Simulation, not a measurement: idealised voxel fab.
You're looking at the process module voxel transistor to metal.
The width of the displayed cross-section, cut, is 210 nm; its cells are square, with a size of 5 nm.
We lay out every cross-section as a grid of square cells and spell it out in bands from the top down, where one band means one or more rows of cells.
Basically the band line says how high the top is and how high the bottom is, in nm, and then what's in it from left to right, every material with its width in nm. Empty space shows up as "blank", and if a single material carries "all across" it runs the full band edge to edge.
Height 0 is the level under which the wafer as received is all one material. The lowest band goes on downwards, as in "z 0 and below".
A width such as "30..40" changes by the same amount from each row of cells to the next, from the band's top row to its bottom row.
Where a step carries "no alteration", the cross-section came out of it unchanged, cell for cell.
"Enclosed cavity list" means: voids of 8 cells or more that are shut off from the top with no open way through. Written width x height at distance, distance from the left edge, in nm.
Anything after a step's settings on that line? It's the simulator's own note about the step.
overlay nm: mask right of planned place by this much (step with mask). Neg. = left.

Process steps - plan
1) RECEIVE | material Si
2) OXIDIZE | depth nm 5
3) CONFORMAL_DEP | material SiN | thk nm 10
4) MASKED_ETCH | tone cover | mask id ACTIVE | width nm 110 | etch materials SiN | depth nm 10 | overlay nm 0
5) MASKED_ETCH | tone cover | mask id ACTIVE | width nm 110 | etch materials SiO2 | depth nm 5 | overlay nm 0
6) MASKED_ETCH | tone cover | mask id ACTIVE | width nm 110 | etch materials Si | depth nm 20 | overlay nm 0
7) FILL_DEP | material SiO2 | thk nm 10
8) CMP | height nm 10
9) SELECTIVE_ETCH | etch materials SiO2 | depth nm 10
10) STRIP | etch materials SiN
11) SELECTIVE_ETCH | etch materials SiO2 | depth nm 5
12) OXIDIZE | depth nm 5
13) DIRECTIONAL_DEP | material polySi | thk nm 20
14) DIRECTIONAL_DEP | material SiCN | thk nm 15
15) DIRECTIONAL_DEP | material aC | thk nm 10
16) PATTERN | tone cover | mask id GATE | material resist | width nm 30 | thk nm 25 | overlay nm 0
17) DIRECTIONAL_ETCH | etch materials aC | depth nm 10
18) STRIP | etch materials resist
19) DIRECTIONAL_ETCH | etch materials SiCN | depth nm 25
20) DIRECTIONAL_ETCH | etch materials polySi | depth nm 30
21) STRIP | etch materials aC
22) CONFORMAL_DEP | material SiN | thk nm 10
23) DIRECTIONAL_ETCH | etch materials SiN | depth nm 10
24) DIRECTIONAL_ETCH | etch materials SiO2 | depth nm 5
25) DIRECTIONAL_ETCH | etch materials Si | depth nm 15
26) EPI | material nSi | thk nm 20
27) FILL_DEP | material SiO2 | thk nm 10
28) CMP | height nm 15
29) STRIP | etch materials polySi
30) SELECTIVE_ETCH | etch materials SiO2 | depth nm 5
31) CONFORMAL_DEP | material HfO2 | thk nm 5
32) CONFORMAL_DEP | material TiN | thk nm 5
33) FILL_DEP | material W | thk nm 10
34) CMP | height nm 10
35) DIRECTIONAL_DEP | material SiO2 | thk nm 10
36) DIRECTIONAL_DEP | material aC | thk nm 15
37) PATTERN | tone open | mask id CONTACT | material resist | width nm 15 | pitch nm 75 | thk nm 35 | overlay nm 0
38) DIRECTIONAL_ETCH | etch materials aC | depth nm 15
39) STRIP | etch materials resist
40) DIRECTIONAL_ETCH | etch materials SiO2 | depth nm 10
41) STRIP | etch materials aC
42) CONFORMAL_DEP | material TiN | thk nm 5
43) FILL_DEP | material Ru | thk nm 10
44) CMP | height nm 20
45) CONFORMAL_DEP | material SiCN | thk nm 5
46) DIRECTIONAL_DEP | material SiO2 | thk nm 15
47) PATTERN | tone open | mask id METAL_1 | material resist | width nm 15 | pitch nm 75 | thk nm 20 | overlay nm 0
48) DIRECTIONAL_ETCH | etch materials SiO2 | depth nm 15
49) DIRECTIONAL_ETCH | etch materials SiCN | depth nm 5
50) STRIP | etch materials resist
51) CONFORMAL_DEP | material TiN | thk nm 5
52) FILL_DEP | material Ru | thk nm 10
53) CMP | height nm 40
54) CONFORMAL_DEP | material SiN | thk nm 5

First wafer out of two, processed as planned

Here's what the wafer looked like in cross-section when it arrived - that's after step 1
> z 0 and below | Si all across
> Enclosed cavity list: none

The wafer in cross-section once step 2 is complete
> z 0 to -5 | SiO2 all across
> Heights below -5 show no change.

The wafer in cross-section once step 3 is complete
> z 10 to 0 | SiN all across
> Heights below 0 show no change.

The wafer in cross-section once step 4 is complete
> z 10 to 0 | blank (50); SiN (110); blank (50)
> Heights below 0 show no change.

The wafer in cross-section once step 5 is complete
> z 10 to 0 | blank (50); SiN (110); blank (50)
> z 0 to -5 | blank (50); SiO2 (110); blank (50)
> Heights below -5 show no change.

The wafer in cross-section once step 6 is complete
> z 10 to 0 | blank (50); SiN (110); blank (50)
> z 0 to -5 | blank (50); SiO2 (110); blank (50)
> z -5 to -25 | blank (50); Si (110); blank (50)
> Heights below -25 show no change.

The wafer in cross-section once step 7 is complete
> z 20 to 10 | SiO2 all across
> z 10 to 0 | SiO2 (50); SiN (110); SiO2 (50)
> z 0 to -5 | SiO2 all across
> z -5 to -25 | SiO2 (50); Si (110); SiO2 (50)
> Heights below -25 show no change.

The wafer in cross-section once step 8 is complete
> z 10 to 0 | SiO2 (50); SiN (110); SiO2 (50)
> Heights below 0 show no change.

The wafer in cross-section once step 9 is complete
> z 10 to 0 | blank (50); SiN (110); blank (50)
> Heights below 0 show no change.

The wafer in cross-section once step 10 is complete
> z 0 to -5 | SiO2 all across
> Heights below -5 show no change.

The wafer in cross-section once step 11 is complete
> z -5 to -25 | SiO2 (50); Si (110); SiO2 (50)
> Heights below -25 show no change.

The wafer in cross-section once step 12 is complete
> z -5 to -10 | SiO2 all across
> Heights below -10 show no change.

The wafer in cross-section once step 13 is complete
> z 15 to -5 | polySi all across
> Heights below -5 show no change.

The wafer in cross-section once step 14 is complete
> z 30 to 15 | SiCN all across
> Heights below 15 show no change.

The wafer in cross-section once step 15 is complete
> z 40 to 30 | aC all across
> Heights below 30 show no change.

The wafer in cross-section once step 16 is complete
> z 65 to 40 | blank (90); resist (30); blank (90)
> Heights below 40 show no change.

The wafer in cross-section once step 17 is complete
> z 55 to 40 | blank (90); resist (30); blank (90)
> z 40 to 30 | blank (90); aC (30); blank (90)
> Heights below 30 show no change.

The wafer in cross-section once step 18 is complete
> z 40 to 30 | blank (90); aC (30); blank (90)
> Heights below 30 show no change.

The wafer in cross-section once step 19 is complete
> z 40 to 30 | blank (90); aC (30); blank (90)
> z 30 to 15 | blank (90); SiCN (30); blank (90)
> Heights below 15 show no change.

The wafer in cross-section once step 20 is complete
> z 40 to 30 | blank (90); aC (30); blank (90)
> z 30 to 15 | blank (90); SiCN (30); blank (90)
> z 15 to -5 | blank (90); polySi (30); blank (90)
> Heights below -5 show no change.

The wafer in cross-section once step 21 is complete
> z 30 to 15 | blank (90); SiCN (30); blank (90)
> Heights below 15 show no change.

The wafer in cross-section once step 22 is complete
> z 40 to 30 | blank (80); SiN (50); blank (80)
> z 30 to 15 | blank (80); SiN (10); SiCN (30); SiN (10); blank (80)
> z 15 to 5 | blank (80); SiN (10); polySi (30); SiN (10); blank (80)
> z 5 to -5 | SiN (90); polySi (30); SiN (90)
> Heights below -5 show no change.

The wafer in cross-section once step 23 is complete
> z 30 to 15 | blank (80); SiN (10); SiCN (30); SiN (10); blank (80)
> z 15 to -5 | blank (80); SiN (10); polySi (30); SiN (10); blank (80)
> Heights below -5 show no change.

The wafer in cross-section once step 24 is complete
> z 30 to 15 | blank (80); SiN (10); SiCN (30); SiN (10); blank (80)
> z 15 to -5 | blank (80); SiN (10); polySi (30); SiN (10); blank (80)
> z -5 to -10 | blank (80); SiO2 (50); blank (80)
> Heights below -10 show no change.

The wafer in cross-section once step 25 is complete
> z 30 to 15 | blank (80); SiN (10); SiCN (30); SiN (10); blank (80)
> z 15 to -5 | blank (80); SiN (10); polySi (30); SiN (10); blank (80)
> z -5 to -10 | blank (80); SiO2 (50); blank (80)
> z -10 to -25 | SiO2 (50); blank (30); Si (50); blank (30); SiO2 (50)
> Heights below -25 show no change.

The wafer in cross-section once step 26 is complete
> z 30 to 15 | blank (80); SiN (10); SiCN (30); SiN (10); blank (80)
> z 15 to 10 | blank (80); SiN (10); polySi (30); SiN (10); blank (80)
> z 10 to -5 | blank (60); nSi (20); SiN (10); polySi (30); SiN (10); nSi (20); blank (60)
> z -5 to -10 | blank (45); nSi (35); SiO2 (50); nSi (35); blank (45)
> z -10 to -25 | SiO2 (50); nSi (30); Si (50); nSi (30); SiO2 (50)
> Heights below -25 show no change.

The wafer in cross-section once step 27 is complete
> z 40 to 30 | SiO2 all across
> z 30 to 15 | SiO2 (80); SiN (10); SiCN (30); SiN (10); SiO2 (80)
> z 15 to 10 | SiO2 (80); SiN (10); polySi (30); SiN (10); SiO2 (80)
> z 10 to -5 | SiO2 (60); nSi (20); SiN (10); polySi (30); SiN (10); nSi (20); SiO2 (60)
> z -5 to -10 | SiO2 (45); nSi (35); SiO2 (50); nSi (35); SiO2 (45)
> Heights below -10 show no change.

The wafer in cross-section once step 28 is complete
> z 15 to 10 | SiO2 (80); SiN (10); polySi (30); SiN (10); SiO2 (80)
> Heights below 10 show no change.

The wafer in cross-section once step 29 is complete
> z 15 to 10 | SiO2 (80); SiN (10); blank (30); SiN (10); SiO2 (80)
> z 10 to -5 | SiO2 (60); nSi (20); SiN (10); blank (30); SiN (10); nSi (20); SiO2 (60)
> Heights below -5 show no change.

The wafer in cross-section once step 30 is complete
> z 15 to 10 | blank (80); SiN (10); blank (30); SiN (10); blank (80)
> z 10 to -5 | SiO2 (60); nSi (20); SiN (10); blank (30); SiN (10); nSi (20); SiO2 (60)
> z -5 to -10 | SiO2 (45); nSi (35); SiO2 (5); blank (40); SiO2 (5); nSi (35); SiO2 (45)
> Heights below -10 show no change.

The wafer in cross-section once step 31 is complete
> z 20 to 15 | blank (75); HfO2 (20); blank (20); HfO2 (20); blank (75)
> z 15 to 10 | HfO2 (80); SiN (10); HfO2 (5); blank (20); HfO2 (5); SiN (10); HfO2 (80)
> z 10 to -5 | SiO2 (60); nSi (20); SiN (10); HfO2 (5); blank (20); HfO2 (5); SiN (10); nSi (20); SiO2 (60)
> z -5 to -10 | SiO2 (45); nSi (35); SiO2 (5); HfO2 (40); SiO2 (5); nSi (35); SiO2 (45)
> Heights below -10 show no change.

The wafer in cross-section once step 32 is complete
> z 25 to 20 | blank (70); TiN (30); blank (10); TiN (30); blank (70)
> z 20 to 15 | TiN (75); HfO2 (20); TiN (5); blank (10); TiN (5); HfO2 (20); TiN (75)
> z 15 to 10 | HfO2 (80); SiN (10); HfO2 (5); TiN (5); blank (10); TiN (5); HfO2 (5); SiN (10); HfO2 (80)
> z 10 to 0 | SiO2 (60); nSi (20); SiN (10); HfO2 (5); TiN (5); blank (10); TiN (5); HfO2 (5); SiN (10); nSi (20); SiO2 (60)
> z 0 to -5 | SiO2 (60); nSi (20); SiN (10); HfO2 (5); TiN (20); HfO2 (5); SiN (10); nSi (20); SiO2 (60)
> Heights below -5 show no change.

The wafer in cross-section once step 33 is complete
> z 35 to 25 | W all across
> z 25 to 20 | W (70); TiN (30); W (10); TiN (30); W (70)
> z 20 to 15 | TiN (75); HfO2 (20); TiN (5); W (10); TiN (5); HfO2 (20); TiN (75)
> z 15 to 10 | HfO2 (80); SiN (10); HfO2 (5); TiN (5); W (10); TiN (5); HfO2 (5); SiN (10); HfO2 (80)
> z 10 to 0 | SiO2 (60); nSi (20); SiN (10); HfO2 (5); TiN (5); W (10); TiN (5); HfO2 (5); SiN (10); nSi (20); SiO2 (60)
> Heights below 0 show no change.

The wafer in cross-section once step 34 is complete
> z 10 to 0 | SiO2 (60); nSi (20); SiN (10); HfO2 (5); TiN (5); W (10); TiN (5); HfO2 (5); SiN (10); nSi (20); SiO2 (60)
> Heights below 0 show no change.

The wafer in cross-section once step 35 is complete
> z 20 to 10 | SiO2 all across
> Heights below 10 show no change.

The wafer in cross-section once step 36 is complete
> z 35 to 20 | aC all across
> Heights below 20 show no change.

The wafer in cross-section once step 37 is complete
> z 70 to 35 | resist (60); blank (15); resist (60); blank (15); resist (60)
> Heights below 35 show no change.

The wafer in cross-section once step 38 is complete
> z 55 to 35 | resist (60); blank (15); resist (60); blank (15); resist (60)
> z 35 to 20 | aC (60); blank (15); aC (60); blank (15); aC (60)
> Heights below 20 show no change.

The wafer in cross-section once step 39 is complete
> z 35 to 20 | aC (60); blank (15); aC (60); blank (15); aC (60)
> Heights below 20 show no change.

The wafer in cross-section once step 40 is complete
> z 35 to 20 | aC (60); blank (15); aC (60); blank (15); aC (60)
> z 20 to 10 | SiO2 (60); blank (15); SiO2 (60); blank (15); SiO2 (60)
> Heights below 10 show no change.

The wafer in cross-section once step 41 is complete
> z 20 to 10 | SiO2 (60); blank (15); SiO2 (60); blank (15); SiO2 (60)
> Heights below 10 show no change.

The wafer in cross-section once step 42 is complete
> z 25 to 20 | TiN (65); blank (5); TiN (70); blank (5); TiN (65)
> z 20 to 15 | SiO2 (60); TiN (5); blank (5); TiN (5); SiO2 (60); TiN (5); blank (5); TiN (5); SiO2 (60)
> z 15 to 10 | SiO2 (60); TiN (15); SiO2 (60); TiN (15); SiO2 (60)
> Heights below 10 show no change.

The wafer in cross-section once step 43 is complete
> z 35 to 25 | Ru all across
> z 25 to 20 | TiN (65); Ru (5); TiN (70); Ru (5); TiN (65)
> z 20 to 15 | SiO2 (60); TiN (5); Ru (5); TiN (5); SiO2 (60); TiN (5); Ru (5); TiN (5); SiO2 (60)
> Heights below 15 show no change.

The wafer in cross-section once step 44 is complete
> z 20 to 15 | SiO2 (60); TiN (5); Ru (5); TiN (5); SiO2 (60); TiN (5); Ru (5); TiN (5); SiO2 (60)
> Heights below 15 show no change.

The wafer in cross-section once step 45 is complete
> z 25 to 20 | SiCN all across
> Heights below 20 show no change.

The wafer in cross-section once step 46 is complete
> z 40 to 25 | SiO2 all across
> Heights below 25 show no change.

The wafer in cross-section once step 47 is complete
> z 60 to 40 | resist (60); blank (15); resist (60); blank (15); resist (60)
> Heights below 40 show no change.

The wafer in cross-section once step 48 is complete
> z 60 to 40 | resist (60); blank (15); resist (60); blank (15); resist (60)
> z 40 to 25 | SiO2 (60); blank (15); SiO2 (60); blank (15); SiO2 (60)
> Heights below 25 show no change.

The wafer in cross-section once step 49 is complete
> z 60 to 40 | resist (60); blank (15); resist (60); blank (15); resist (60)
> z 40 to 25 | SiO2 (60); blank (15); SiO2 (60); blank (15); SiO2 (60)
> z 25 to 20 | SiCN (60); blank (15); SiCN (60); blank (15); SiCN (60)
> Heights below 20 show no change.

The wafer in cross-section once step 50 is complete
> z 40 to 25 | SiO2 (60); blank (15); SiO2 (60); blank (15); SiO2 (60)
> Heights below 25 show no change.

The wafer in cross-section once step 51 is complete
> z 45 to 40 | TiN (65); blank (5); TiN (70); blank (5); TiN (65)
> z 40 to 25 | SiO2 (60); TiN (5); blank (5); TiN (5); SiO2 (60); TiN (5); blank (5); TiN (5); SiO2 (60)
> z 25 to 20 | SiCN (60); TiN (15); SiCN (60); TiN (15); SiCN (60)
> Heights below 20 show no change.

The wafer in cross-section once step 52 is complete
> z 55 to 45 | Ru all across
> z 45 to 40 | TiN (65); Ru (5); TiN (70); Ru (5); TiN (65)
> z 40 to 25 | SiO2 (60); TiN (5); Ru (5); TiN (5); SiO2 (60); TiN (5); Ru (5); TiN (5); SiO2 (60)
> Heights below 25 show no change.

The wafer in cross-section once step 53 is complete
> z 40 to 25 | SiO2 (60); TiN (5); Ru (5); TiN (5); SiO2 (60); TiN (5); Ru (5); TiN (5); SiO2 (60)
> Heights below 25 show no change.

The wafer in cross-section once step 54 is complete
> z 45 to 40 | SiN all across
> Heights below 40 show no change.

Second wafer, same starting state and plan as the first, one mistake in the run, identical through step 15

Here is the second wafer in cross-section at the point where step 16 of the plan should have been done
> z 65 to 40 | resist (90); blank (30); resist (90)
> Heights below 40 show no change.

Here is the second wafer in cross-section at the point where step 17 of the plan should have been done
> z 55 to 40 | resist (90); blank (30); resist (90)
> z 40 to 30 | aC (90); blank (30); aC (90)
> Heights below 30 show no change.

Here is the second wafer in cross-section at the point where step 18 of the plan should have been done
> z 40 to 30 | aC (90); blank (30); aC (90)
> Heights below 30 show no change.

Here is the second wafer in cross-section at the point where step 19 of the plan should have been done
> z 40 to 30 | aC (90); blank (30); aC (90)
> z 30 to 15 | SiCN (90); blank (30); SiCN (90)
> Heights below 15 show no change.

Here is the second wafer in cross-section at the point where step 20 of the plan should have been done
> z 40 to 30 | aC (90); blank (30); aC (90)
> z 30 to 15 | SiCN (90); blank (30); SiCN (90)
> z 15 to -5 | polySi (90); blank (30); polySi (90)
> Heights below -5 show no change.

Here is the second wafer in cross-section at the point where step 21 of the plan should have been done
> z 30 to 15 | SiCN (90); blank (30); SiCN (90)
> Heights below 15 show no change.

Here is the second wafer in cross-section at the point where step 22 of the plan should have been done
> z 40 to 30 | SiN (100); blank (10); SiN (100)
> z 30 to 15 | SiCN (90); SiN (10); blank (10); SiN (10); SiCN (90)
> z 15 to 5 | polySi (90); SiN (10); blank (10); SiN (10); polySi (90)
> z 5 to -5 | polySi (90); SiN (30); polySi (90)
> Heights below -5 show no change.

Here is the second wafer in cross-section at the point where step 23 of the plan should have been done
> z 30 to 15 | SiCN (90); SiN (10); blank (10); SiN (10); SiCN (90)
> z 15 to -5 | polySi (90); SiN (10); blank (10); SiN (10); polySi (90)
> Heights below -5 show no change.

Here is the second wafer in cross-section at the point where step 24 of the plan should have been done
> z 30 to 15 | SiCN (90); SiN (10); blank (10); SiN (10); SiCN (90)
> z 15 to -5 | polySi (90); SiN (10); blank (10); SiN (10); polySi (90)
> z -5 to -10 | SiO2 (100); blank (10); SiO2 (100)
> Heights below -10 show no change.

Here is the second wafer in cross-section at the point where step 25 of the plan should have been done
> z 30 to 15 | SiCN (90); SiN (10); blank (10); SiN (10); SiCN (90)
> z 15 to -5 | polySi (90); SiN (10); blank (10); SiN (10); polySi (90)
> z -5 to -10 | SiO2 (100); blank (10); SiO2 (100)
> z -10 to -25 | SiO2 (50); Si (50); blank (10); Si (50); SiO2 (50)
> Heights below -25 show no change.

Here is the second wafer in cross-section at the point where step 26 of the plan should have been done
> z 30 to 15 | SiCN (90); SiN (10); blank (10); SiN (10); SiCN (90)
> z 15 to 10 | polySi (90); SiN (10); blank (10); SiN (10); polySi (90)
> z 10 to -5 | polySi (90); SiN (10); nSi (10); SiN (10); polySi (90)
> z -5 to -10 | SiO2 (100); nSi (10); SiO2 (100)
> z -10 to -25 | SiO2 (50); Si (50); nSi (10); Si (50); SiO2 (50)
> Heights below -25 show no change.

Here is the second wafer in cross-section at the point where step 27 of the plan should have been done
> z 40 to 30 | SiO2 all across
> z 30 to 15 | SiCN (90); SiN (10); SiO2 (10); SiN (10); SiCN (90)
> z 15 to 10 | polySi (90); SiN (10); SiO2 (10); SiN (10); polySi (90)
> Heights below 10 show no change.

Here is the second wafer in cross-section at the point where step 28 of the plan should have been done
> z 15 to 10 | polySi (90); SiN (10); SiO2 (10); SiN (10); polySi (90)
> Heights below 10 show no change.

Here is the second wafer in cross-section at the point where step 29 of the plan should have been done
> z 15 to 10 | blank (90); SiN (10); SiO2 (10); SiN (10); blank (90)
> z 10 to -5 | blank (90); SiN (10); nSi (10); SiN (10); blank (90)
> Heights below -5 show no change.

Here is the second wafer in cross-section at the point where step 30 of the plan should have been done
> z 15 to 10 | blank (90); SiN (10); blank (10); SiN (10); blank (90)
> z 10 to -5 | blank (90); SiN (10); nSi (10); SiN (10); blank (90)
> z -5 to -10 | blank (95); SiO2 (5); nSi (10); SiO2 (5); blank (95)
> Heights below -10 show no change.

Here is the second wafer in cross-section at the point where step 31 of the plan should have been done
> z 20 to 15 | blank (85); HfO2 (40); blank (85)
> z 15 to 10 | blank (85); HfO2 (5); SiN (10); HfO2 (10); SiN (10); HfO2 (5); blank (85)
> z 10 to -5 | blank (85); HfO2 (5); SiN (10); nSi (10); SiN (10); HfO2 (5); blank (85)
> z -5 to -10 | HfO2 (95); SiO2 (5); nSi (10); SiO2 (5); HfO2 (95)
> Heights below -10 show no change.

Here is the second wafer in cross-section at the point where step 32 of the plan should have been done
> z 25 to 20 | blank (80); TiN (50); blank (80)
> z 20 to 15 | blank (80); TiN (5); HfO2 (40); TiN (5); blank (80)
> z 15 to 10 | blank (80); TiN (5); HfO2 (5); SiN (10); HfO2 (10); SiN (10); HfO2 (5); TiN (5); blank (80)
> z 10 to 0 | blank (80); TiN (5); HfO2 (5); SiN (10); nSi (10); SiN (10); HfO2 (5); TiN (5); blank (80)
> z 0 to -5 | TiN (85); HfO2 (5); SiN (10); nSi (10); SiN (10); HfO2 (5); TiN (85)
> Heights below -5 show no change.

Here is the second wafer in cross-section at the point where step 33 of the plan should have been done
> z 35 to 25 | W all across
> z 25 to 20 | W (80); TiN (50); W (80)
> z 20 to 15 | W (80); TiN (5); HfO2 (40); TiN (5); W (80)
> z 15 to 10 | W (80); TiN (5); HfO2 (5); SiN (10); HfO2 (10); SiN (10); HfO2 (5); TiN (5); W (80)
> z 10 to 0 | W (80); TiN (5); HfO2 (5); SiN (10); nSi (10); SiN (10); HfO2 (5); TiN (5); W (80)
> Heights below 0 show no change.

Here is the second wafer in cross-section at the point where step 34 of the plan should have been done
> z 10 to 0 | W (80); TiN (5); HfO2 (5); SiN (10); nSi (10); SiN (10); HfO2 (5); TiN (5); W (80)
> Heights below 0 show no change.

Here is the second wafer in cross-section at the point where step 35 of the plan should have been done
> z 20 to 10 | SiO2 all across
> Heights below 10 show no change.

Here is the second wafer in cross-section at the point where step 36 of the plan should have been done
> z 35 to 20 | aC all across
> Heights below 20 show no change.

Here is the second wafer in cross-section at the point where step 37 of the plan should have been done
> z 70 to 35 | resist (60); blank (15); resist (60); blank (15); resist (60)
> Heights below 35 show no change.

Here is the second wafer in cross-section at the point where step 38 of the plan should have been done
> z 55 to 35 | resist (60); blank (15); resist (60); blank (15); resist (60)
> z 35 to 20 | aC (60); blank (15); aC (60); blank (15); aC (60)
> Heights below 20 show no change.

Here is the second wafer in cross-section at the point where step 39 of the plan should have been done
> z 35 to 20 | aC (60); blank (15); aC (60); blank (15); aC (60)
> Heights below 20 show no change.

Here is the second wafer in cross-section at the point where step 40 of the plan should have been done
> z 35 to 20 | aC (60); blank (15); aC (60); blank (15); aC (60)
> z 20 to 10 | SiO2 (60); blank (15); SiO2 (60); blank (15); SiO2 (60)
> Heights below 10 show no change.

Here is the second wafer in cross-section at the point where step 41 of the plan should have been done
> z 20 to 10 | SiO2 (60); blank (15); SiO2 (60); blank (15); SiO2 (60)
> Heights below 10 show no change.

Here is the second wafer in cross-section at the point where step 42 of the plan should have been done
> z 25 to 20 | TiN (65); blank (5); TiN (70); blank (5); TiN (65)
> z 20 to 15 | SiO2 (60); TiN (5); blank (5); TiN (5); SiO2 (60); TiN (5); blank (5); TiN (5); SiO2 (60)
> z 15 to 10 | SiO2 (60); TiN (15); SiO2 (60); TiN (15); SiO2 (60)
> Heights below 10 show no change.

Here is the second wafer in cross-section at the point where step 43 of the plan should have been done
> z 35 to 25 | Ru all across
> z 25 to 20 | TiN (65); Ru (5); TiN (70); Ru (5); TiN (65)
> z 20 to 15 | SiO2 (60); TiN (5); Ru (5); TiN (5); SiO2 (60); TiN (5); Ru (5); TiN (5); SiO2 (60)
> Heights below 15 show no change.

Here is the second wafer in cross-section at the point where step 44 of the plan should have been done
> z 20 to 15 | SiO2 (60); TiN (5); Ru (5); TiN (5); SiO2 (60); TiN (5); Ru (5); TiN (5); SiO2 (60)
> Heights below 15 show no change.

Here is the second wafer in cross-section at the point where step 45 of the plan should have been done
> z 25 to 20 | SiCN all across
> Heights below 20 show no change.

Here is the second wafer in cross-section at the point where step 46 of the plan should have been done
> z 40 to 25 | SiO2 all across
> Heights below 25 show no change.

Here is the second wafer in cross-section at the point where step 47 of the plan should have been done
> z 60 to 40 | resist (60); blank (15); resist (60); blank (15); resist (60)
> Heights below 40 show no change.

Here is the second wafer in cross-section at the point where step 48 of the plan should have been done
> z 60 to 40 | resist (60); blank (15); resist (60); blank (15); resist (60)
> z 40 to 25 | SiO2 (60); blank (15); SiO2 (60); blank (15); SiO2 (60)
> Heights below 25 show no change.

Here is the second wafer in cross-section at the point where step 49 of the plan should have been done
> z 60 to 40 | resist (60); blank (15); resist (60); blank (15); resist (60)
> z 40 to 25 | SiO2 (60); blank (15); SiO2 (60); blank (15); SiO2 (60)
> z 25 to 20 | SiCN (60); blank (15); SiCN (60); blank (15); SiCN (60)
> Heights below 20 show no change.

Here is the second wafer in cross-section at the point where step 50 of the plan should have been done
> z 40 to 25 | SiO2 (60); blank (15); SiO2 (60); blank (15); SiO2 (60)
> Heights below 25 show no change.

Here is the second wafer in cross-section at the point where step 51 of the plan should have been done
> z 45 to 40 | TiN (65); blank (5); TiN (70); blank (5); TiN (65)
> z 40 to 25 | SiO2 (60); TiN (5); blank (5); TiN (5); SiO2 (60); TiN (5); blank (5); TiN (5); SiO2 (60)
> z 25 to 20 | SiCN (60); TiN (15); SiCN (60); TiN (15); SiCN (60)
> Heights below 20 show no change.

Here is the second wafer in cross-section at the point where step 52 of the plan should have been done
> z 55 to 45 | Ru all across
> z 45 to 40 | TiN (65); Ru (5); TiN (70); Ru (5); TiN (65)
> z 40 to 25 | SiO2 (60); TiN (5); Ru (5); TiN (5); SiO2 (60); TiN (5); Ru (5); TiN (5); SiO2 (60)
> Heights below 25 show no change.

Here is the second wafer in cross-section at the point where step 53 of the plan should have been done
> z 40 to 25 | SiO2 (60); TiN (5); Ru (5); TiN (5); SiO2 (60); TiN (5); Ru (5); TiN (5); SiO2 (60)
> Heights below 25 show no change.

Here is the second wafer in cross-section at the point where step 54 of the plan should have been done
> z 45 to 40 | SiN all across
> Heights below 40 show no change.
In executing the process, a mistake was made relative to the plan: it should be noted that step 16 was executed with settings other than those planned, the operation and settings actually applied being PATTERN | tone open | mask id GATE | material resist | width nm 30 | thk nm 25 | overlay nm 0
Per the end-of-run cell counts, the second wafer holds more or fewer of some materials than the first: HfO2: 30 more; Si: 30 more; SiO2: 90 fewer; TiN: 30 more; W: 60 more; nSi: 60 fewer
